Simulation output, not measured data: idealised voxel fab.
A process module follows: voxel ribs on slabs.
Shown is cross-section cut, with a width of 145 nm and square cells of size 5 nm.
This document writes a cross-section as a grid whose cells are square, and gives it as bands, listed from the top down; one or more rows of cells form a band. Band entry format. Leading values: height of top, height of bottom, nm. Remainder: materials in left-to-right order, each with its width in nm. Special words: "full width" on a single material, which then fills the band edge to edge; "empty", empty space. Below 0: as-received wafer, all one material; heights counted from there. Lowest band: no bottom, goes on down, written "z 0 and below". The expression "30->40" gives the width at the extremes of the band, the first number at its top row of cells and the second at its bottom row, with the width changing by equal amounts from each row to the next in between. Where a step carries "no change", the cross-section came out of it unchanged, cell for cell. The label "Voids lacking openings" introduces a list of the empty spaces, 8 cells or larger, that have no open way up to the top; each entry in it reads width x height at distance, where the distance is taken from the left edge and all three are stated in nm. On a step's line, text after the settings is the simulator commenting on that step. overlay nm: where the mask lay relative to plan, measured to the right, on steps with a mask; negatives go left.
The steps planned for the process are as follows:
- 1: RECEIVE,material Si
- 2: DIRECTIONAL_DEP,material SiO2,thk nm 25
- 3: DIRECTIONAL_DEP,material polySi,thk nm 20
- 4: DIRECTIONAL_DEP,material aC,thk nm 15
- 5: PATTERN,tone cover,mask id RIB,material resist,width nm 30,thk nm 30,overlay nm 0
- 6: DIRECTIONAL_ETCH,etch materials aC,depth nm 15
- 7: STRIP,etch materials resist
- 8: DIRECTIONAL_ETCH,etch materials polySi,depth nm 10
- 9: STRIP,etch materials aC
- 10: DIRECTIONAL_DEP,material aC,thk nm 10
- 11: PATTERN,tone cover,mask id SLAB,material resist,width nm 80,thk nm 25,overlay nm 0
- 12: DIRECTIONAL_ETCH,etch materials aC,depth nm 10
- 13: STRIP,etch materials resist
- 14: DIRECTIONAL_ETCH,etch materials polySi,depth nm 10
- 15: STRIP,etch materials aC
- 16: FILL_DEP,material SiO2,thk nm 20
- 17: CMP,height nm 55
- 18: DIRECTIONAL_DEP,material W,thk nm 5
- 19: DIRECTIONAL_DEP,material aC,thk nm 15
- 20: PATTERN,tone cover,mask id HEATER,material resist,width nm 40,thk nm 30,overlay nm 0
- 21: DIRECTIONAL_ETCH,etch materials aC,depth nm 15
- 22: STRIP,etch materials resist
- 23: DIRECTIONAL_ETCH,etch materials W,depth nm 5
- 24: STRIP,etch materials aC
- 25: CONFORMAL_DEP,material SiO2,thk nm 10
Cross-sectional view of the wafer in its as-received condition, corresponding to the state after step 1:
  z 0 and below  Si full width
  Voids lacking openings: none
Figure: cross-sectional view of the wafer upon completion of the module, processed from the initial state and according to the plan depicted above, with one error introduced during execution:
  z 70 to 65  40 empty  60 SiO2  45 empty
  z 65 to 60  SiO2 full width
  z 60 to 55  50 SiO2  40 W  55 SiO2
  z 55 to 45  SiO2 full width
  z 45 to 35  45 SiO2  30 polySi  70 SiO2
  z 35 to 25  30 SiO2  80 polySi  35 SiO2
  z 25 to 0  SiO2 full width
  z 0 and below  Si full width
  Voids lacking openings: none
It is concluded that the wafer was processed incorrectly with respect to the plan, in that step 5 went in with a setting other than planned; the actual run was PATTERN,tone cover,mask id RIB,material resist,width nm 30,thk nm 30,overlay nm -10
